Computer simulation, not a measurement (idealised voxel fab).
Proc. module: voxel ribs on slabs
Displayed cross-section: cut, width of 275 nm, square cells sized 5 nm.
Notation: cross-section as square-cell grid; stated in bands, top first, going down; one or more cell rows per band. For a band, the entry starts with two heights in nm, that of the top and then that of the bottom, and carries on with the band's materials in order from left to right, each alongside its width in nm; the word "edge to edge" beside a single material means it fills the band edge to edge, and "blank" means empty space. Height reference: 0 = level under which incoming wafer is all one material. Lowest band: no bottom, runs on downward, e.g. "top 0, no bottom". Quick explanation for "30 to 40": the width changes in equal steps down the rows of cells, from the first number in the band's top row to the second number in its bottom row. For the purposes of this document, the phrase "stayed the same" attached to a step denotes that no cell within the cross-section was modified by that step. "Enclosed void listing" - sealed voids, min. 8 cells, no opening to top; format: width x height at distance (distance from left edge; nm throughout). If you see something after the settings on a step's line, that's the simulator's own remark about that step. overlay nm: for a step with a mask, the amount by which the mask lay right of where it was planned; a negative amount means left of it.

### Intended process steps
1: RECEIVE, material Si
2: DIRECTIONAL_DEP, material SiO2, thk nm 25
3: DIRECTIONAL_DEP, material SiN, thk nm 15
4: MASKED_ETCH, tone cover, mask id RIB, width nm 25, etch materials SiN, depth nm 5, overlay nm 0
5: DIRECTIONAL_DEP, material aC, thk nm 15
6: PATTERN, tone cover, mask id SLAB, material resist, width nm 55, thk nm 35, overlay nm 0
7: DIRECTIONAL_ETCH, etch materials aC, depth nm 15
8: STRIP, etch materials resist
9: DIRECTIONAL_ETCH, etch materials SiN, depth nm 10
10: STRIP, etch materials aC
11: FILL_DEP, material SiO2, thk nm 15
12: CMP, height nm 50
13: DIRECTIONAL_DEP, material W, thk nm 10
14: PATTERN, tone cover, mask id HEATER, material resist, width nm 35, thk nm 20, overlay nm -15
15: DIRECTIONAL_ETCH, etch materials W, depth nm 10
16: STRIP, etch materials resist
17: CONFORMAL_DEP, material SiN, thk nm 10
All wafers enter the flow in the same state. The overlay nm at step 14 differs from wafer to wafer, and the plan gives the value for the first wafer.

### Cross-sectional view of the first of several wafers in the as-received condition, corresponding to the state following step 1
- top 0, no bottom = Si edge to edge
- Enclosed void listing: none

### Table: wafers, a row each; end-of-module cell change per material since receipt, gain (+), loss (-); then closed voids
overlay nm -15; +145 SiN; +523 SiO2; +14 W; Enclosed void listing: none
overlay nm -10; +145 SiN; +523 SiO2; +14 W; Enclosed void listing: none
overlay nm -5; +145 SiN; +523 SiO2; +14 W; Enclosed void listing: none
overlay nm 0; +145 SiN; +523 SiO2; +14 W; Enclosed void listing: none
overlay nm 5; +145 SiN; +523 SiO2; +14 W; Enclosed void listing: none
overlay nm 10; +145 SiN; +523 SiO2; +14 W; Enclosed void listing: none
overlay nm 15; +145 SiN; +523 SiO2; +14 W; Enclosed void listing: none
